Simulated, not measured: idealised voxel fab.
process module | voxel lift off
cross-section cut | 215 nm wide | cells 5 nm
A cross-section is a grid of square cells, given in bands from the top down. A band is one or more rows of cells.
Each band's line starts with the height of the band's top and of its bottom, in nm. Then come its materials from left to right, each with its width in nm. One material with "throughout" fills the band from edge to edge. "air" is empty space.
Height 0 is the level under which the wafer as received is all one material. The lowest band goes on downwards, as in "0 down".
A width such as "30 to 40" changes by the same amount from each row of cells to the next, from the band's top row to its bottom row.
"no change" after a step means that no cell of the cross-section changed.
closed voids: empty space of 8 cells or more with no open way to the top, each as width x height at its distance from the left edge, in nm
after a step's settings: what the simulator itself notes on the step
overlay nm, on a step with a mask: how far to the right of its planned place the mask lay; to the left if negative
plan
1 op RECEIVE | material Si
2 op CONFORMAL_DEP | material Al2O3 | thk nm 10
3 op PATTERN | tone open | mask id LINES | material resist | width nm 25 | pitch nm 45 | thk nm 25 | overlay nm 0
4 op DIRECTIONAL_DEP | material Ru | thk nm 15
5 op STRIP | etch materials resist
6 op CONFORMAL_DEP | material SiCN | thk nm 5
first wafer, as planned
as received, after step 1
  0 down: Si throughout
  closed voids: none
after step 2
  10 to 0: Al2O3 throughout
  below 0: unchanged
after step 3
  35 to 10: resist 25 | air 25 | resist 20 | air 25 | resist 20 | air 25 | resist 20 | air 25 | resist 30
  below 10: unchanged
after step 4
  50 to 35: Ru 25 | air 25 | Ru 20 | air 25 | Ru 20 | air 25 | Ru 20 | air 25 | Ru 30
  35 to 25: resist 25 | air 25 | resist 20 | air 25 | resist 20 | air 25 | resist 20 | air 25 | resist 30
  25 to 10: resist 25 | Ru 25 | resist 20 | Ru 25 | resist 20 | Ru 25 | resist 20 | Ru 25 | resist 30
  below 10: unchanged
after step 5
  25 to 10: air 25 | Ru 25 | air 20 | Ru 25 | air 20 | Ru 25 | air 20 | Ru 25 | air 30
  below 10: unchanged
after step 6
  30 to 25: air 20 | SiCN 35 | air 10 | SiCN 35 | air 10 | SiCN 35 | air 10 | SiCN 35 | air 25
  25 to 15: air 20 | SiCN 5 | Ru 25 | SiCN 5 | air 10 | SiCN 5 | Ru 25 | SiCN 5 | air 10 | SiCN 5 | Ru 25 | SiCN 5 | air 10 | SiCN 5 | Ru 25 | SiCN 5 | air 25
  15 to 10: SiCN 25 | Ru 25 | SiCN 20 | Ru 25 | SiCN 20 | Ru 25 | SiCN 20 | Ru 25 | SiCN 30
  below 10: unchanged
second wafer: like start, like plan, one mistake. Through step 4 it matches the first wafer
when step 5 should have ended
  25 to 10: air 25 | Ru 25 | air 20 | Ru 25 | air 20 | Ru 25 | air 20 | Ru 25 | air 30
  below 10: unchanged
when step 6 should have ended
  30 to 25: air 20 | SiCN 35 | air 10 | SiCN 35 | air 10 | SiCN 35 | air 10 | SiCN 35 | air 25
  25 to 15: air 20 | SiCN 5 | Ru 25 | SiCN 5 | air 10 | SiCN 5 | Ru 25 | SiCN 5 | air 10 | SiCN 5 | Ru 25 | SiCN 5 | air 10 | SiCN 5 | Ru 25 | SiCN 5 | air 25
  15 to 10: SiCN 25 | Ru 25 | SiCN 20 | Ru 25 | SiCN 20 | Ru 25 | SiCN 20 | Ru 25 | SiCN 30
  below 10: unchanged
what went wrong: step 5 was run twice
at the end the two cross-sections are the same: no effect in what this model computes
